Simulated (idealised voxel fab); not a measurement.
process module | voxel capacitor over wiring
cross-section cut | 175 nm wide | cells 5 nm
A cross-section is a grid of square cells, given in bands from the top down. A band is one or more rows of cells.
Each band's line starts with the height of the band's top and of its bottom, in nm. Then come its materials from left to right, each with its width in nm. One material with "throughout" fills the band from edge to edge. "air" is empty space.
Height 0 is the level under which the wafer as received is all one material. The lowest band goes on downwards, as in "0 down".
A width such as "30 to 40" changes by the same amount from each row of cells to the next, from the band's top row to its bottom row.
"no change" after a step means that no cell of the cross-section changed.
closed voids: empty space of 8 cells or more with no open way to the top, each as width x height at its distance from the left edge, in nm
after a step's settings: what the simulator itself notes on the step
overlay nm, on a step with a mask: how far to the right of its planned place the mask lay; to the left if negative
plan
1 op RECEIVE | material Si
2 op CONFORMAL_DEP | material SiO2 | thk nm 10
3 op CONFORMAL_DEP | material SiCN | thk nm 5
4 op DIRECTIONAL_DEP | material lowk | thk nm 15
5 op PATTERN | tone open | mask id METAL_1 | material resist | width nm 20 | pitch nm 90 | thk nm 15 | overlay nm 0
6 op DIRECTIONAL_ETCH | etch materials lowk | depth nm 15
7 op DIRECTIONAL_ETCH | etch materials SiCN | depth nm 5
8 op STRIP | etch materials resist
9 op CONFORMAL_DEP | material TiN | thk nm 5
10 op FILL_DEP | material Cu | thk nm 5
11 op CMP | height nm 30
12 op EPI | material Ru | thk nm 5
13 op FILL_DEP | material SiCN | thk nm 5
14 op DIRECTIONAL_DEP | material lowk | thk nm 15
15 op DIRECTIONAL_DEP | material aC | thk nm 10
16 op PATTERN | tone open | mask id PLUG_1 | material resist | width nm 15 | thk nm 25 | overlay nm 0
17 op DIRECTIONAL_ETCH | etch materials aC | depth nm 10
18 op STRIP | etch materials resist
19 op DIRECTIONAL_ETCH | etch materials lowk | depth nm 15
20 op DIRECTIONAL_ETCH | etch materials SiCN | depth nm 5
21 op STRIP | etch materials aC
22 op CONFORMAL_DEP | material TiN | thk nm 5
23 op FILL_DEP | material Ru | thk nm 5
24 op CMP | height nm 55
25 op DIRECTIONAL_DEP | material TiN | thk nm 5
26 op DIRECTIONAL_DEP | material Al2O3 | thk nm 5
27 op DIRECTIONAL_DEP | material TiN | thk nm 10
28 op MASKED_ETCH | tone cover | mask id UPPER_PLATE | width nm 75 | etch materials TiN | depth nm 10 | overlay nm 0
29 op MASKED_ETCH | tone cover | mask id UPPER_PLATE | width nm 75 | etch materials Al2O3 | depth nm 5 | overlay nm 0
30 op MASKED_ETCH | tone cover | mask id LOWER_PLATE | width nm 85 | etch materials TiN | depth nm 5 | overlay nm 0
31 op FILL_DEP | material SiO2 | thk nm 20
32 op CMP | height nm 90
33 op MASKED_ETCH | tone open | mask id PLUG_2 | width nm 15 | etch materials SiO2 | depth nm 15 | overlay nm 0
34 op CONFORMAL_DEP | material TiN | thk nm 5
35 op FILL_DEP | material W | thk nm 10
36 op CMP | height nm 90
37 op CONFORMAL_DEP | material SiN | thk nm 5
as received, after step 1
  0 down: Si throughout
  closed voids: none
a wafer at the end: this start, this plan, one mistake
  110 to 105: SiN throughout
  105 to 95: W throughout
  95 to 90: TiN 50 | W 5 | TiN 120
  90 to 80: SiO2 45 | TiN 5 | W 5 | TiN 5 | SiO2 115
  80 to 75: SiO2 45 | TiN 15 | SiO2 115
  75 to 65: SiO2 35 | TiN 75 | SiO2 65
  65 to 60: SiO2 35 | Al2O3 75 | SiO2 65
  60 to 55: SiO2 30 | TiN 85 | SiO2 60
  55 to 40: lowk 35 | TiN 5 | Ru 5 | TiN 5 | lowk 125
  40 to 35: SiCN 35 | TiN 15 | SiCN 125
  35 to 30: SiCN 25 | Ru 30 | SiCN 60 | Ru 30 | SiCN 30
  30 to 15: lowk 30 | TiN 5 | Cu 10 | TiN 5 | lowk 70 | TiN 5 | Cu 10 | TiN 5 | lowk 35
  15 to 10: SiCN 30 | TiN 20 | SiCN 70 | TiN 20 | SiCN 35
  10 to 0: SiO2 throughout
  0 down: Si throughout
  closed voids: none
what went wrong: step 36 was left out
